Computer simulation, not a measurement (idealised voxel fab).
process module | voxel released beams
cross-section cut | 250 nm wide | cells 5 nm
A cross-section is a grid of square cells, given in bands from the top down. A band is one or more rows of cells.
Each band's line starts with the height of the band's top and of its bottom, in nm. Then come its materials from left to right, each with its width in nm. One material with "throughout" fills the band from edge to edge. "air" is empty space.
Height 0 is the level under which the wafer as received is all one material. The lowest band goes on downwards, as in "0 down".
A width such as "30 to 40" changes by the same amount from each row of cells to the next, from the band's top row to its bottom row.
"no change" after a step means that no cell of the cross-section changed.
closed voids: empty space of 8 cells or more with no open way to the top, each as width x height at its distance from the left edge, in nm
after a step's settings: what the simulator itself notes on the step
overlay nm, on a step with a mask: how far to the right of its planned place the mask lay; to the left if negative
plan
1 op RECEIVE | material Si
2 op CONFORMAL_DEP | material SiN | thk nm 5
3 op DIRECTIONAL_DEP | material SiO2 | thk nm 10
4 op PATTERN | tone open | mask id ANCHOR | material resist | width nm 25 | thk nm 15 | overlay nm 0
5 op DIRECTIONAL_ETCH | etch materials SiO2 | depth nm 10
6 op STRIP | etch materials resist
7 op CONFORMAL_DEP | material W | thk nm 10
8 op DIRECTIONAL_DEP | material aC | thk nm 10
9 op PATTERN | tone cover | mask id BEAM | material resist | width nm 70 | thk nm 25 | overlay nm 0
10 op DIRECTIONAL_ETCH | etch materials aC | depth nm 10
11 op STRIP | etch materials resist
12 op DIRECTIONAL_ETCH | etch materials W | depth nm 10
13 op STRIP | etch materials aC
14 op STRIP | etch materials SiO2
as received, after step 1
  0 down: Si throughout
  closed voids: none
a wafer at the end: this start, this plan, one mistake
  25 to 15: air 85 | W 15 | air 5 | W 50 | air 95
  15 to 5: air 90 | W 25 | air 135
  5 to 0: W throughout
  0 down: Si throughout
  closed voids: none
what went wrong: step 2 ran as: op CONFORMAL_DEP | material W | thk nm 5
